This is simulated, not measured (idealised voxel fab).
Process module heading - voxel capacitor over wiring
It is cross-section cut that appears here, measuring 175 nm in width, its square cells being 5 nm in size.
Cross-section = grid of square cells, listed top down in bands; band = one or more rows. Quick guide to a band line: top height, bottom height (nm) up front; then every material left to right with its width in nm. Only one material and it's marked "throughout"? Then it fills the band edge to edge. And "air" just means empty space. Measure heights from 0. That's the level where, below it, the as-received wafer is all one material. The lowest band is bottomless and extends downward; write it as in "0 nm and below". Read "30->40" as a graded width: first number on top, second number at the bottom, same change between each pair of neighbouring rows. "remained unchanged" (step): cross-section cells unchanged, all of them. Heads up: "Entrapped voids" only lists the empty pockets with no open path to the top that are 8 cells or more, and it writes them as width x height at distance, distance from the left edge, in nm. If you see something after the settings on a step's line, that's the simulator's own remark about that step. Steps that use a mask can have "overlay nm" on their line. It says how far the mask sat to the right of where it was meant to be. Negative means to the left.

-- The following list gives the planned process steps
1: RECEIVE [material Si]
2: CONFORMAL_DEP [material SiO2] [thk nm 10]
3: CONFORMAL_DEP [material SiCN] [thk nm 5]
4: DIRECTIONAL_DEP [material lowk] [thk nm 15]
5: PATTERN [tone open] [mask id METAL_1] [material resist] [width nm 20] [pitch nm 90] [thk nm 15] [overlay nm 0]
6: DIRECTIONAL_ETCH [etch materials lowk] [depth nm 15]
7: DIRECTIONAL_ETCH [etch materials SiCN] [depth nm 5]
8: STRIP [etch materials resist]
9: CONFORMAL_DEP [material TiN] [thk nm 5]
10: FILL_DEP [material Cu] [thk nm 5]
11: CMP [height nm 30]
12: EPI [material Ru] [thk nm 5]
13: FILL_DEP [material SiCN] [thk nm 5]
14: DIRECTIONAL_DEP [material lowk] [thk nm 15]
15: DIRECTIONAL_DEP [material aC] [thk nm 10]
16: PATTERN [tone open] [mask id PLUG_1] [material resist] [width nm 15] [thk nm 25] [overlay nm 0]
17: DIRECTIONAL_ETCH [etch materials aC] [depth nm 10]
18: STRIP [etch materials resist]
19: DIRECTIONAL_ETCH [etch materials lowk] [depth nm 15]
20: DIRECTIONAL_ETCH [etch materials SiCN] [depth nm 5]
21: STRIP [etch materials aC]
22: CONFORMAL_DEP [material TiN] [thk nm 5]
23: FILL_DEP [material Ru] [thk nm 5]
24: CMP [height nm 55]
25: DIRECTIONAL_DEP [material TiN] [thk nm 5]
26: DIRECTIONAL_DEP [material Al2O3] [thk nm 5]
27: DIRECTIONAL_DEP [material TiN] [thk nm 10]
28: MASKED_ETCH [tone cover] [mask id UPPER_PLATE] [width nm 75] [etch materials TiN] [depth nm 10] [overlay nm 0]
29: MASKED_ETCH [tone cover] [mask id UPPER_PLATE] [width nm 75] [etch materials Al2O3] [depth nm 5] [overlay nm -15]
30: MASKED_ETCH [tone cover] [mask id LOWER_PLATE] [width nm 85] [etch materials TiN] [depth nm 5] [overlay nm 0]
31: FILL_DEP [material SiO2] [thk nm 20]
32: CMP [height nm 90]
33: MASKED_ETCH [tone open] [mask id PLUG_2] [width nm 15] [etch materials SiO2] [depth nm 15] [overlay nm 0]
34: CONFORMAL_DEP [material TiN] [thk nm 5]
35: FILL_DEP [material W] [thk nm 10]
36: CMP [height nm 90]
37: CONFORMAL_DEP [material SiN] [thk nm 5]
Where the wafers of this document differ is in the overlay nm of step 29; they start out the same, and the plan states the value that applied to the first wafer.

-- So this is the first of several wafers, cross-sectioned as it came to us, meaning it's at the end of step 1
	0 nm and below | Si throughout
	Entrapped voids: none

-- The following table contains a row per wafer, in which are reported, at the conclusion of the module, the cells of each material gained (+) or lost (-) since the wafer's receipt, with its closed voids given thereafter
overlay nm -15; +18 Al2O3; +12 Cu; +15 Ru; +82 SiCN; +35 SiN; +239 SiO2; +85 TiN; +2 W; +177 lowk; Entrapped voids: none
overlay nm -10; +17 Al2O3; +12 Cu; +15 Ru; +82 SiCN; +35 SiN; +241 SiO2; +84 TiN; +2 W; +177 lowk; Entrapped voids: none
overlay nm -5; +16 Al2O3; +12 Cu; +15 Ru; +82 SiCN; +35 SiN; +243 SiO2; +83 TiN; +2 W; +177 lowk; Entrapped voids: none
overlay nm 0; +15 Al2O3; +12 Cu; +15 Ru; +82 SiCN; +35 SiN; +244 SiO2; +83 TiN; +2 W; +177 lowk; Entrapped voids: none
overlay nm 5; +16 Al2O3; +12 Cu; +15 Ru; +82 SiCN; +35 SiN; +243 SiO2; +83 TiN; +2 W; +177 lowk; Entrapped voids: none
overlay nm 10; +17 Al2O3; +12 Cu; +15 Ru; +82 SiCN; +35 SiN; +241 SiO2; +84 TiN; +2 W; +177 lowk; Entrapped voids: none
overlay nm 15; +18 Al2O3; +12 Cu; +15 Ru; +82 SiCN; +35 SiN; +239 SiO2; +85 TiN; +2 W; +177 lowk; Entrapped voids: none
